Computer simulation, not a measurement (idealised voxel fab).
The process module that follows is named voxel quadruple lines.
Square cell edge 5 nm, section width 235 nm, ID cut.
Notation: cross-section as square-cell grid; stated in bands, top first, going down; one or more cell rows per band.
What a band's entry tells you: where the top is and where the bottom is, as heights in nm, and after that what lies inside, material by material from left to right, each with its width in nm. Empty space is written as the word "air", and a single material marked with the word "full width" occupies the band from edge to edge.
Ref level 0: as-received wafer is one material below here. Bottom band extends down with no lower bound ("0 nm and below").
The expression "30..40" gives the width at the extremes of the band, the first number at its top row of cells and the second at its bottom row, with the width changing by equal amounts from each row to the next in between.
Basically "remained unchanged" means that step didn't change any cell in the cross-section.
Closed empty spaces (no open way to the top) of 8 cells or more are what "Closed empty spaces" lists, each as width x height at distance from the left edge, nm for all three.
Past the settings on a step's line: simulator remark, on that step.
Each step line may optionally specify "overlay nm", which for a step with a mask gives the rightward distance between the mask's planned place and where it lay, a negative value indicating the leftward direction.
These are the steps we planned for the process:
- 1: op RECEIVE | material Si
- 2: op CONFORMAL_DEP | material SiO2 | thk nm 5
- 3: op DIRECTIONAL_DEP | material Ru | thk nm 15
- 4: op DIRECTIONAL_DEP | material polySi | thk nm 15
- 5: op DIRECTIONAL_DEP | material aC | thk nm 25
- 6: op PATTERN | tone cover | mask id MANDREL | material resist | width nm 25 | pitch nm 80 | thk nm 35 | overlay nm 0
- 7: op DIRECTIONAL_ETCH | etch materials aC | depth nm 25
- 8: op STRIP | etch materials resist
- 9: op CONFORMAL_DEP | material SiO2 | thk nm 15
- 10: op DIRECTIONAL_ETCH | etch materials SiO2 | depth nm 15
- 11: op STRIP | etch materials aC
- 12: op DIRECTIONAL_ETCH | etch materials polySi | depth nm 15
- 13: op STRIP | etch materials SiO2
- 14: op CONFORMAL_DEP | material SiCN | thk nm 5
- 15: op DIRECTIONAL_ETCH | etch materials SiCN | depth nm 5
- 16: op STRIP | etch materials polySi
- 17: op DIRECTIONAL_ETCH | etch materials Ru | depth nm 15
- 18: op STRIP | etch materials SiCN
Wafer as received: cross-section following step 1:
* 0 nm and below  Si full width
* Closed empty spaces: none
First of two wafers: cross-section at end of module, run per plan:
* 20 nm to 5 nm  45 air, 5 Ru, 15 air, 5 Ru, 15 air, 5 Ru, 15 air, 5 Ru, 15 air, 5 Ru, 15 air, 5 Ru, 15 air, 5 Ru, 15 air, 5 Ru, 45 air
* 5 nm to 0 nm  SiO2 full width
* 0 nm and below  Si full width
* Closed empty spaces: none
Cross-section of the latter of the two wafers at module completion. It had an identical start and an identical plan to the former; in running it, one mistake was made:
* 35 nm to 20 nm  45 air, 5 Ru, 15 air, 5 Ru, 15 air, 5 Ru, 15 air, 5 Ru, 15 air, 5 Ru, 15 air, 5 Ru, 15 air, 5 Ru, 15 air, 5 Ru, 45 air
* 20 nm to 5 nm  Ru full width
* 5 nm to 0 nm  SiO2 full width
* 0 nm and below  Si full width
* Closed empty spaces: none
Run error: step 3 from the plan got run twice
The final cell counts differ between the wafers, with the second having more or fewer of some materials than the first: 141 more of Ru
